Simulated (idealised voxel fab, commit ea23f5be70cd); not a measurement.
process module | voxel tone inversion
cross-section cut | 180 nm wide | cells 5 nm
A cross-section is a grid of square cells, given in bands from the top down. A band is one or more rows of cells.
Each band's line starts with the height of the band's top and of its bottom, in nm. Then come its materials from left to right, each with its width in nm. One material with "throughout" fills the band from edge to edge. "air" is empty space.
Height 0 is the level under which the wafer as received is all one material. The lowest band goes on downwards, as in "0 down".
A width such as "30 to 40" changes by the same amount from each row of cells to the next, from the band's top row to its bottom row.
"no change" after a step means that no cell of the cross-section changed.
closed voids: empty space of 8 cells or more with no open way to the top, each as width x height at its distance from the left edge, in nm
after a step's settings: what the simulator itself notes on the step
overlay nm, on a step with a mask: how far to the right of its planned place the mask lay; to the left if negative
plan
1 op RECEIVE | material Si
2 op CONFORMAL_DEP | material SiCN | thk nm 5
3 op DIRECTIONAL_DEP | material aC | thk nm 15
4 op PATTERN | tone cover | mask id POSTS | material resist | width nm 15 | pitch nm 35 | thk nm 20 | overlay nm 0
5 op DIRECTIONAL_ETCH | etch materials aC | depth nm 15
6 op STRIP | etch materials resist
7 op FILL_DEP | material SiO2 | thk nm 10
8 op CMP | height nm 20
9 op STRIP | etch materials aC
10 op CONFORMAL_DEP | material TiN | thk nm 5
11 op FILL_DEP | material Ru | thk nm 5
12 op CMP | height nm 20
13 op CONFORMAL_DEP | material SiCN | thk nm 5
as received, after step 1
  0 down: Si throughout
  closed voids: none
a wafer at the end: this start, this plan, one mistake
  25 to 20: SiCN throughout
  20 to 10: Ru 40 | TiN 5 | SiO2 15 | TiN 5 | Ru 10 | TiN 5 | SiO2 15 | TiN 5 | Ru 10 | TiN 5 | SiO2 15 | TiN 5 | Ru 45
  10 to 5: TiN 45 | SiO2 15 | TiN 20 | SiO2 15 | TiN 20 | SiO2 15 | TiN 50
  5 to 0: SiCN throughout
  0 down: Si throughout
  closed voids: none
what went wrong: step 4 ran as: op PATTERN | tone open | mask id POSTS | material resist | width nm 15 | pitch nm 35 | thk nm 20 | overlay nm 0
